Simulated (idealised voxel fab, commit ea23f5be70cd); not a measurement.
Name of the process module below: voxel ribs on slabs
Cross-section cut spans 165 nm and uses square cells 5 nm in size.
How to read a cross-section here: the picture is a grid of square cells, written as bands going from the top down, and any band can span one or more rows of cells. Read a band's entry like this: the first values are the height of its top and the height of its bottom in nm, and what follows is the sequence of materials from left to right, each with its width in nm. Note that "blank" is empty space, and that a single material marked "everywhere" reaches across the band from edge to edge. Height datum 0, below which the as-received substrate wafer is one material. Lowest band open at the bottom, running downward: "0 and below". A width given as "30->40" starts at the first number in the band's top row and ends at the second number in its bottom row, shifting by an equal amount at every step from row to row. Given "no change" for a step, no cell of the cross-section differs between before and after that step. Reported under the label "Enclosed voids" are the empty spaces having no open way to the top and comprising 8 cells or more; the notation for each is width x height at distance, in which the distance is measured from the left edge and all three values are in nm. Formally, on a step line, whatever follows the settings is a remark that the simulator itself makes on the step. If you see "overlay nm" on a step's line and that step has a mask, it's telling you how far right of where it was planned the mask ended up; a negative number means it went left instead.
## plan
1,RECEIVE | material Si
2,DIRECTIONAL_DEP | material SiO2 | thk nm 20
3,DIRECTIONAL_DEP | material SiN | thk nm 20
4,PATTERN | tone cover | mask id RIB | material resist | width nm 30 | thk nm 15 | overlay nm 0
5,DIRECTIONAL_ETCH | etch materials SiN | depth nm 5
6,STRIP | etch materials resist
7,PATTERN | tone cover | mask id SLAB | material resist | width nm 70 | thk nm 20 | overlay nm 0
8,DIRECTIONAL_ETCH | etch materials SiN | depth nm 15
9,STRIP | etch materials resist
10,FILL_DEP | material SiO2 | thk nm 25
11,CMP | height nm 60
12,DIRECTIONAL_DEP | material W | thk nm 5
13,PATTERN | tone cover | mask id HEATER | material resist | width nm 40 | thk nm 15 | overlay nm 0
14,DIRECTIONAL_ETCH | etch materials W | depth nm 5
15,STRIP | etch materials resist
16,CONFORMAL_DEP | material SiN | thk nm 5
## Cross-section of the wafer upon arrival, representing the state reached after step 1
- 0 and below = Si everywhere
- Enclosed voids: none
## This is how the wafer looks in cross-section once the module is done, given the starting state and plan above and one mistake in carrying the plan out
- 70 down to 65 = 55 blank | 50 SiO2 | 60 blank
- 65 down to 60 = 60 SiO2 | 40 W | 65 SiO2
- 60 down to 40 = SiO2 everywhere
- 40 down to 35 = 65 SiO2 | 30 SiN | 70 SiO2
- 35 down to 20 = 45 SiO2 | 70 SiN | 50 SiO2
- 20 down to 0 = SiO2 everywhere
- 0 and below = Si everywhere
- Enclosed voids: none
Processing error: step 16 ran as: CONFORMAL_DEP | material SiO2 | thk nm 5
